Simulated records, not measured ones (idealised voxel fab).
The following is a process module called voxel self aligned contacts.
For reference, the cross-section in this document is cut, with width 175 nm and square cells of 5 nm.
Bands, listed from the top down, are how a cross-section gets written in this document; the cross-section itself is a grid of square cells, and a band is one or more rows of them. Within each band entry, the heights of the top and of the bottom of the band appear first, in that order and in nm; the materials of the band then follow from left to right, each with its corresponding width in nm. The designation "full width" on a single material indicates that it fills the band from edge to edge; the designation "empty" indicates empty space. It should be noted that heights are counted from 0, beneath which the wafer as supplied is of one material throughout, and that the lowest band possesses no lower boundary but continues downward, as written in "0 nm and below". Quick explanation for "30->40": the width changes in equal steps down the rows of cells, from the first number in the band's top row to the second number in its bottom row. Basically "nothing changed" means that step didn't change any cell in the cross-section. Empty spaces without an open route to the top, at least 8 cells in extent, make up the entry "Closed internal voids"; each is given as width x height at distance, where the distance is measured from the left edge, and all are in nm. If you see something after the settings on a step's line, that's the simulator's own remark about that step. "overlay nm" on a masked step: distance the mask lay right of its planned place, negative for left.
The following list gives the planned process steps:
1 RECEIVE (material Si)
2 CONFORMAL_DEP (material SiO2; thk nm 5)
3 DIRECTIONAL_DEP (material polySi; thk nm 25)
4 DIRECTIONAL_DEP (material SiN; thk nm 15)
5 DIRECTIONAL_DEP (material aC; thk nm 10)
6 PATTERN (tone cover; mask id GATE; material resist; width nm 25; pitch nm 60; thk nm 25; overlay nm 0)
7 DIRECTIONAL_ETCH (etch materials aC; depth nm 10)
8 STRIP (etch materials resist)
9 DIRECTIONAL_ETCH (etch materials SiN; depth nm 15)
10 DIRECTIONAL_ETCH (etch materials polySi; depth nm 25)
11 STRIP (etch materials aC)
12 CONFORMAL_DEP (material SiN; thk nm 5)
13 DIRECTIONAL_ETCH (etch materials SiN; depth nm 5)
14 FILL_DEP (material SiO2; thk nm 15)
15 CMP (height nm 50)
16 MASKED_ETCH (tone open; mask id CONTACT; width nm 45; etch materials SiO2; depth nm 50; overlay nm 0)
17 CONFORMAL_DEP (material TiN; thk nm 5)
18 FILL_DEP (material W; thk nm 5)
19 CMP (height nm 50)
20 CONFORMAL_DEP (material SiCN; thk nm 5)
First wafer of two (run as planned):
Incoming wafer in cross-section (state: after step 1):
- 0 nm and below | Si full width
- Closed internal voids: none
The wafer, seen in cross-section, after step 2:
- 5 nm to 0 nm | SiO2 full width
- Beneath the level 0, the cross-section is identical to its previous state.
The wafer, seen in cross-section, after step 3:
- 30 nm to 5 nm | polySi full width
- Beneath the level 5, the cross-section is identical to its previous state.
The wafer, seen in cross-section, after step 4:
- 45 nm to 30 nm | SiN full width
- Beneath the level 30, the cross-section is identical to its previous state.
The wafer, seen in cross-section, after step 5:
- 55 nm to 45 nm | aC full width
- Beneath the level 45, the cross-section is identical to its previous state.
The wafer, seen in cross-section, after step 6:
- 80 nm to 55 nm | empty 45, resist 25, empty 35, resist 25, empty 45
- Beneath the level 55, the cross-section is identical to its previous state.
The wafer, seen in cross-section, after step 7:
- 70 nm to 55 nm | empty 45, resist 25, empty 35, resist 25, empty 45
- 55 nm to 45 nm | empty 45, aC 25, empty 35, aC 25, empty 45
- Beneath the level 45, the cross-section is identical to its previous state.
The wafer, seen in cross-section, after step 8:
- 55 nm to 45 nm | empty 45, aC 25, empty 35, aC 25, empty 45
- Beneath the level 45, the cross-section is identical to its previous state.
The wafer, seen in cross-section, after step 9:
- 55 nm to 45 nm | empty 45, aC 25, empty 35, aC 25, empty 45
- 45 nm to 30 nm | empty 45, SiN 25, empty 35, SiN 25, empty 45
- Beneath the level 30, the cross-section is identical to its previous state.
The wafer, seen in cross-section, after step 10:
- 55 nm to 45 nm | empty 45, aC 25, empty 35, aC 25, empty 45
- 45 nm to 30 nm | empty 45, SiN 25, empty 35, SiN 25, empty 45
- 30 nm to 5 nm | empty 45, polySi 25, empty 35, polySi 25, empty 45
- Beneath the level 5, the cross-section is identical to its previous state.
The wafer, seen in cross-section, after step 11:
- 45 nm to 30 nm | empty 45, SiN 25, empty 35, SiN 25, empty 45
- Beneath the level 30, the cross-section is identical to its previous state.
The wafer, seen in cross-section, after step 12:
- 50 nm to 30 nm | empty 40, SiN 35, empty 25, SiN 35, empty 40
- 30 nm to 10 nm | empty 40, SiN 5, polySi 25, SiN 5, empty 25, SiN 5, polySi 25, SiN 5, empty 40
- 10 nm to 5 nm | SiN 45, polySi 25, SiN 35, polySi 25, SiN 45
- Beneath the level 5, the cross-section is identical to its previous state.
The wafer, seen in cross-section, after step 13:
- 45 nm to 30 nm | empty 40, SiN 35, empty 25, SiN 35, empty 40
- 30 nm to 5 nm | empty 40, SiN 5, polySi 25, SiN 5, empty 25, SiN 5, polySi 25, SiN 5, empty 40
- Beneath the level 5, the cross-section is identical to its previous state.
The wafer, seen in cross-section, after step 14:
- 60 nm to 45 nm | SiO2 full width
- 45 nm to 30 nm | SiO2 40, SiN 35, SiO2 25, SiN 35, SiO2 40
- 30 nm to 5 nm | SiO2 40, SiN 5, polySi 25, SiN 5, SiO2 25, SiN 5, polySi 25, SiN 5, SiO2 40
- Beneath the level 5, the cross-section is identical to its previous state.
The wafer, seen in cross-section, after step 15:
- 50 nm to 45 nm | SiO2 full width
- Beneath the level 45, the cross-section is identical to its previous state.
The wafer, seen in cross-section, after step 16:
- 50 nm to 45 nm | SiO2 65, empty 45, SiO2 65
- 45 nm to 30 nm | SiO2 40, SiN 35, empty 25, SiN 35, SiO2 40
- 30 nm to 5 nm | SiO2 40, SiN 5, polySi 25, SiN 5, empty 25, SiN 5, polySi 25, SiN 5, SiO2 40
- 5 nm to 0 nm | SiO2 75, empty 25, SiO2 75
- Beneath the level 0, the cross-section is identical to its previous state.
The wafer, seen in cross-section, after step 17:
- 55 nm to 50 nm | TiN 70, empty 35, TiN 70
- 50 nm to 45 nm | SiO2 65, TiN 15, empty 15, TiN 15, SiO2 65
- 45 nm to 30 nm | SiO2 40, SiN 35, TiN 5, empty 15, TiN 5, SiN 35, SiO2 40
- 30 nm to 5 nm | SiO2 40, SiN 5, polySi 25, SiN 5, TiN 5, empty 15, TiN 5, SiN 5, polySi 25, SiN 5, SiO2 40
- 5 nm to 0 nm | SiO2 75, TiN 25, SiO2 75
- Beneath the level 0, the cross-section is identical to its previous state.
The wafer, seen in cross-section, after step 18:
- 60 nm to 55 nm | W full width
- 55 nm to 50 nm | TiN 70, W 35, TiN 70
- 50 nm to 45 nm | SiO2 65, TiN 15, W 15, TiN 15, SiO2 65
- 45 nm to 30 nm | SiO2 40, SiN 35, TiN 5, W 15, TiN 5, SiN 35, SiO2 40
- 30 nm to 5 nm | SiO2 40, SiN 5, polySi 25, SiN 5, TiN 5, W 15, TiN 5, SiN 5, polySi 25, SiN 5, SiO2 40
- Beneath the level 5, the cross-section is identical to its previous state.
The wafer, seen in cross-section, after step 19:
- 50 nm to 45 nm | SiO2 65, TiN 15, W 15, TiN 15, SiO2 65
- Beneath the level 45, the cross-section is identical to its previous state.
The wafer, seen in cross-section, after step 20:
- 55 nm to 50 nm | SiCN full width
- Beneath the level 50, the cross-section is identical to its previous state.
Now the other wafer: same start, same recipe, but we messed up one thing when running it. Up to and including step 2 it's the same as the first one:
Second wafer, sectioned view, at step 3's planned end time:
- 25 nm to 5 nm | polySi full width
- Beneath the level 5, the cross-section is identical to its previous state.
Second wafer, sectioned view, at step 4's planned end time:
- 40 nm to 25 nm | SiN full width
- Beneath the level 25, the cross-section is identical to its previous state.
Second wafer, sectioned view, at step 5's planned end time:
- 50 nm to 40 nm | aC full width
- Beneath the level 40, the cross-section is identical to its previous state.
Second wafer, sectioned view, at step 6's planned end time:
- 75 nm to 50 nm | empty 45, resist 25, empty 35, resist 25, empty 45
- Beneath the level 50, the cross-section is identical to its previous state.
Second wafer, sectioned view, at step 7's planned end time:
- 65 nm to 50 nm | empty 45, resist 25, empty 35, resist 25, empty 45
- 50 nm to 40 nm | empty 45, aC 25, empty 35, aC 25, empty 45
- Beneath the level 40, the cross-section is identical to its previous state.
Second wafer, sectioned view, at step 8's planned end time:
- 50 nm to 40 nm | empty 45, aC 25, empty 35, aC 25, empty 45
- Beneath the level 40, the cross-section is identical to its previous state.
Second wafer, sectioned view, at step 9's planned end time:
- 50 nm to 40 nm | empty 45, aC 25, empty 35, aC 25, empty 45
- 40 nm to 25 nm | empty 45, SiN 25, empty 35, SiN 25, empty 45
- Beneath the level 25, the cross-section is identical to its previous state.
Second wafer, sectioned view, at step 10's planned end time:
- 50 nm to 40 nm | empty 45, aC 25, empty 35, aC 25, empty 45
- 40 nm to 25 nm | empty 45, SiN 25, empty 35, SiN 25, empty 45
- 25 nm to 5 nm | empty 45, polySi 25, empty 35, polySi 25, empty 45
- Beneath the level 5, the cross-section is identical to its previous state.
Second wafer, sectioned view, at step 11's planned end time:
- 40 nm to 25 nm | empty 45, SiN 25, empty 35, SiN 25, empty 45
- Beneath the level 25, the cross-section is identical to its previous state.
Second wafer, sectioned view, at step 12's planned end time:
- 45 nm to 25 nm | empty 40, SiN 35, empty 25, SiN 35, empty 40
- 25 nm to 10 nm | empty 40, SiN 5, polySi 25, SiN 5, empty 25, SiN 5, polySi 25, SiN 5, empty 40
- 10 nm to 5 nm | SiN 45, polySi 25, SiN 35, polySi 25, SiN 45
- Beneath the level 5, the cross-section is identical to its previous state.
Second wafer, sectioned view, at step 13's planned end time:
- 40 nm to 25 nm | empty 40, SiN 35, empty 25, SiN 35, empty 40
- 25 nm to 5 nm | empty 40, SiN 5, polySi 25, SiN 5, empty 25, SiN 5, polySi 25, SiN 5, empty 40
- Beneath the level 5, the cross-section is identical to its previous state.
Second wafer, sectioned view, at step 14's planned end time:
- 55 nm to 40 nm | SiO2 full width
- 40 nm to 25 nm | SiO2 40, SiN 35, SiO2 25, SiN 35, SiO2 40
- 25 nm to 5 nm | SiO2 40, SiN 5, polySi 25, SiN 5, SiO2 25, SiN 5, polySi 25, SiN 5, SiO2 40
- Beneath the level 5, the cross-section is identical to its previous state.
Second wafer, sectioned view, at step 15's planned end time:
- 50 nm to 40 nm | SiO2 full width
- Beneath the level 40, the cross-section is identical to its previous state.
Second wafer, sectioned view, at step 16's planned end time:
- 50 nm to 40 nm | SiO2 65, empty 45, SiO2 65
- 40 nm to 25 nm | SiO2 40, SiN 35, empty 25, SiN 35, SiO2 40
- 25 nm to 5 nm | SiO2 40, SiN 5, polySi 25, SiN 5, empty 25, SiN 5, polySi 25, SiN 5, SiO2 40
- 5 nm to 0 nm | SiO2 75, empty 25, SiO2 75
- Beneath the level 0, the cross-section is identical to its previous state.
Second wafer, sectioned view, at step 17's planned end time:
- 55 nm to 50 nm | TiN 70, empty 35, TiN 70
- 50 nm to 40 nm | SiO2 65, TiN 5->15, empty 35->15, TiN 5->15, SiO2 65
- 40 nm to 25 nm | SiO2 40, SiN 35, TiN 5, empty 15, TiN 5, SiN 35, SiO2 40
- 25 nm to 5 nm | SiO2 40, SiN 5, polySi 25, SiN 5, TiN 5, empty 15, TiN 5, SiN 5, polySi 25, SiN 5, SiO2 40
- 5 nm to 0 nm | SiO2 75, TiN 25, SiO2 75
- Beneath the level 0, the cross-section is identical to its previous state.
Second wafer, sectioned view, at step 18's planned end time:
- 60 nm to 55 nm | W full width
- 55 nm to 50 nm | TiN 70, W 35, TiN 70
- 50 nm to 40 nm | SiO2 65, TiN 5->15, W 35->15, TiN 5->15, SiO2 65
- 40 nm to 25 nm | SiO2 40, SiN 35, TiN 5, W 15, TiN 5, SiN 35, SiO2 40
- 25 nm to 5 nm | SiO2 40, SiN 5, polySi 25, SiN 5, TiN 5, W 15, TiN 5, SiN 5, polySi 25, SiN 5, SiO2 40
- Beneath the level 5, the cross-section is identical to its previous state.
Second wafer, sectioned view, at step 19's planned end time:
- 50 nm to 40 nm | SiO2 65, TiN 5->15, W 35->15, TiN 5->15, SiO2 65
- Beneath the level 40, the cross-section is identical to its previous state.
Second wafer, sectioned view, at step 20's planned end time:
- 55 nm to 50 nm | SiCN full width
- Beneath the level 50, the cross-section is identical to its previous state.
Where did the run depart from the plan? step 3 ran with different settings than intended, the actual operation and settings being DIRECTIONAL_DEP (material polySi; thk nm 20)
Materials where the second wafer ends with more or fewer cells than the first: SiN: 4 fewer | SiO2: 10 more | W: 4 more | polySi: 10 fewer
